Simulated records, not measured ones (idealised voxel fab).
process module | voxel self aligned contacts
cross-section cut | 235 nm wide | cells 5 nm
A cross-section is a grid of square cells, given in bands from the top down. A band is one or more rows of cells.
Each band's line starts with the height of the band's top and of its bottom, in nm. Then come its materials from left to right, each with its width in nm. One material with "throughout" fills the band from edge to edge. "air" is empty space.
Height 0 is the level under which the wafer as received is all one material. The lowest band goes on downwards, as in "0 down".
A width such as "30 to 40" changes by the same amount from each row of cells to the next, from the band's top row to its bottom row.
"no change" after a step means that no cell of the cross-section changed.
closed voids: empty space of 8 cells or more with no open way to the top, each as width x height at its distance from the left edge, in nm
after a step's settings: what the simulator itself notes on the step
overlay nm, on a step with a mask: how far to the right of its planned place the mask lay; to the left if negative
plan
1 op RECEIVE | material Si
2 op CONFORMAL_DEP | material SiO2 | thk nm 5
3 op DIRECTIONAL_DEP | material polySi | thk nm 30
4 op DIRECTIONAL_DEP | material SiN | thk nm 20
5 op DIRECTIONAL_DEP | material aC | thk nm 15
6 op PATTERN | tone cover | mask id GATE | material resist | width nm 25 | pitch nm 60 | thk nm 30 | overlay nm 0
7 op DIRECTIONAL_ETCH | etch materials aC | depth nm 15
8 op STRIP | etch materials resist
9 op DIRECTIONAL_ETCH | etch materials SiN | depth nm 20
10 op DIRECTIONAL_ETCH | etch materials polySi | depth nm 30
11 op STRIP | etch materials aC
12 op CONFORMAL_DEP | material SiN | thk nm 10
13 op DIRECTIONAL_ETCH | etch materials SiN | depth nm 10
14 op FILL_DEP | material SiO2 | thk nm 15
15 op CMP | height nm 65
16 op MASKED_ETCH | tone open | mask id CONTACT | width nm 45 | pitch nm 60 | etch materials SiO2 | depth nm 65 | overlay nm 0
17 op CONFORMAL_DEP | material TiN | thk nm 5
18 op FILL_DEP | material W | thk nm 5
19 op CMP | height nm 65
20 op CONFORMAL_DEP | material SiN | thk nm 5
as received, after step 1
  0 down: Si throughout
  closed voids: none
first wafer at the end, as planned
  70 to 65: SiN throughout
  65 to 55: SiO2 65 | TiN 5 to 20 | W 35 to 5 | TiN 5 to 20 | SiO2 15 | TiN 5 to 20 | W 35 to 5 | TiN 5 to 20 | SiO2 65
  55 to 35: SiO2 35 | SiN 45 | TiN 5 | W 5 | TiN 5 | SiN 45 | TiN 5 | W 5 | TiN 5 | SiN 45 | SiO2 35
  35 to 5: SiO2 35 | SiN 10 | polySi 25 | SiN 10 | TiN 5 | W 5 | TiN 5 | SiN 10 | polySi 25 | SiN 10 | TiN 5 | W 5 | TiN 5 | SiN 10 | polySi 25 | SiN 10 | SiO2 35
  5 to 0: SiO2 80 | TiN 15 | SiO2 45 | TiN 15 | SiO2 80
  0 down: Si throughout
  closed voids: none
second wafer at the end: like start, like plan, one mistake
  70 to 65: SiN throughout
  65 to 40: SiO2 35 | SiN 10 | polySi 25 | SiN 10 | TiN 5 | W 5 | TiN 5 | SiN 10 | polySi 25 | SiN 10 | TiN 5 | W 5 | TiN 5 | SiN 10 | polySi 25 | SiN 10 | SiO2 35
  40 to 35: SiO2 35 | SiN 10 | polySi 25 | SiN 10 | TiN 15 | SiN 10 | polySi 25 | SiN 10 | TiN 15 | SiN 10 | polySi 25 | SiN 10 | SiO2 35
  35 to 5: polySi throughout
  5 to 0: SiO2 throughout
  0 down: Si throughout
  closed voids: none
what went wrong: step 3 was run twice
at the end the second wafer has, in cells: 108 fewer of SiN | 108 fewer of SiO2 | 40 fewer of TiN | 26 fewer of W | 282 more of polySi
